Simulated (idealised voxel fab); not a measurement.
This section sets out a process module, namely voxel gate over fins.
In the cross-section labelled cut, the width is 175 nm and each square cell is 5 nm.
Each cross-section below is a grid of square cells, stated as bands in top-down order, with one or more rows of cells making up each band. Each band's line starts with the height of the band's top and of its bottom, in nm. Then come its materials from left to right, each with its width in nm. One material with "full width" fills the band from edge to edge. "air" is empty space. Height reference: 0 = level under which incoming wafer is all one material. Lowest band: no bottom, runs on downward, e.g. "0 -> down". Width "30 to 40": first value at the band's top row of cells, second value at its bottom row, equal change from row to row. "nothing different" for a step: no cell of the cross-section changed in that step. Look at "Closed internal cavities" for the closed voids: empty spaces with no open path to the top, sized 8 cells or up. Each is width x height at distance, distance from the left edge, all nm. Text after the settings on a step's line: the simulator's own remark on that step. The optional step-line setting "overlay nm" applies to steps with a mask and quantifies how far to the right of its planned location the mask lay, a negative value indicating leftward placement.

Planned process steps
- 1: RECEIVE | material Si
- 2: CONFORMAL_DEP | material SiN | thk nm 5
- 3: DIRECTIONAL_DEP | material aC | thk nm 15
- 4: PATTERN | tone cover | mask id FINS | material resist | width nm 15 | pitch nm 35 | thk nm 35 | overlay nm 0
- 5: DIRECTIONAL_ETCH | etch materials aC | depth nm 15
- 6: STRIP | etch materials resist
- 7: DIRECTIONAL_ETCH | etch materials SiN | depth nm 5
- 8: DIRECTIONAL_ETCH | etch materials Si | depth nm 30
- 9: STRIP | etch materials aC
- 10: FILL_DEP | material SiO2 | thk nm 5
- 11: CMP | height nm 5
- 12: SELECTIVE_ETCH | etch materials SiO2 | depth nm 20
- 13: STRIP | etch materials SiN
- 14: CONFORMAL_DEP | material HfO2 | thk nm 5
- 15: CONFORMAL_DEP | material TiN | thk nm 5
- 16: FILL_DEP | material W | thk nm 10
- 17: CMP | height nm 15
- 18: CONFORMAL_DEP | material SiCN | thk nm 10

The cross-section here shows the wafer as received, i.e. in its state after step 1
    0 -> down | Si full width
    Closed internal cavities: none

Looking at the first of two wafers in cross-section at end of module - ran to plan
    25 -> 15 | SiCN full width
    15 -> 10 | W full width
    10 -> 5 | 50 W | 70 TiN | 55 W
    5 -> 0 | 50 W | 5 TiN | 25 HfO2 | 10 TiN | 25 HfO2 | 5 TiN | 55 W
    0 -> -5 | 50 W | 5 TiN | 5 HfO2 | 15 Si | 5 HfO2 | 10 TiN | 5 HfO2 | 15 Si | 5 HfO2 | 5 TiN | 55 W
    -5 -> -10 | 55 TiN | 5 HfO2 | 15 Si | 5 HfO2 | 10 TiN | 5 HfO2 | 15 Si | 5 HfO2 | 60 TiN
    -10 -> -15 | 60 HfO2 | 15 Si | 20 HfO2 | 15 Si | 65 HfO2
    -15 -> -30 | 60 SiO2 | 15 Si | 20 SiO2 | 15 Si | 65 SiO2
    -30 -> down | Si full width
    Closed internal cavities: none

Second wafer cross-section at end of module - shared start and plan with the first, one mistake in the run
    25 -> 15 | SiCN full width
    15 -> 10 | W full width
    10 -> 5 | 50 W | 75 TiN | 50 W
    5 -> 0 | 50 W | 5 TiN | 30 HfO2 | 5 TiN | 30 HfO2 | 5 TiN | 50 W
    0 -> -5 | 50 W | 5 TiN | 5 HfO2 | 20 Si | 5 HfO2 | 5 TiN | 5 HfO2 | 20 Si | 5 HfO2 | 5 TiN | 50 W
    -5 -> -10 | 55 TiN | 5 HfO2 | 20 Si | 5 HfO2 | 5 TiN | 5 HfO2 | 20 Si | 5 HfO2 | 55 TiN
    -10 -> -15 | 60 HfO2 | 20 Si | 15 HfO2 | 20 Si | 60 HfO2
    -15 -> -30 | 60 SiO2 | 20 Si | 15 SiO2 | 20 Si | 60 SiO2
    -30 -> down | Si full width
    Closed internal cavities: none
Where did the run depart from the plan? it should be noted that step 4 was executed with settings other than those planned, the operation and settings actually applied being PATTERN | tone cover | mask id FINS | material resist | width nm 20 | pitch nm 35 | thk nm 35 | overlay nm 0
Per the end-of-run cell counts, the second wafer holds more or fewer of some materials than the first: Si: 12 more; SiO2: 6 fewer; TiN: 3 fewer; W: 3 fewer
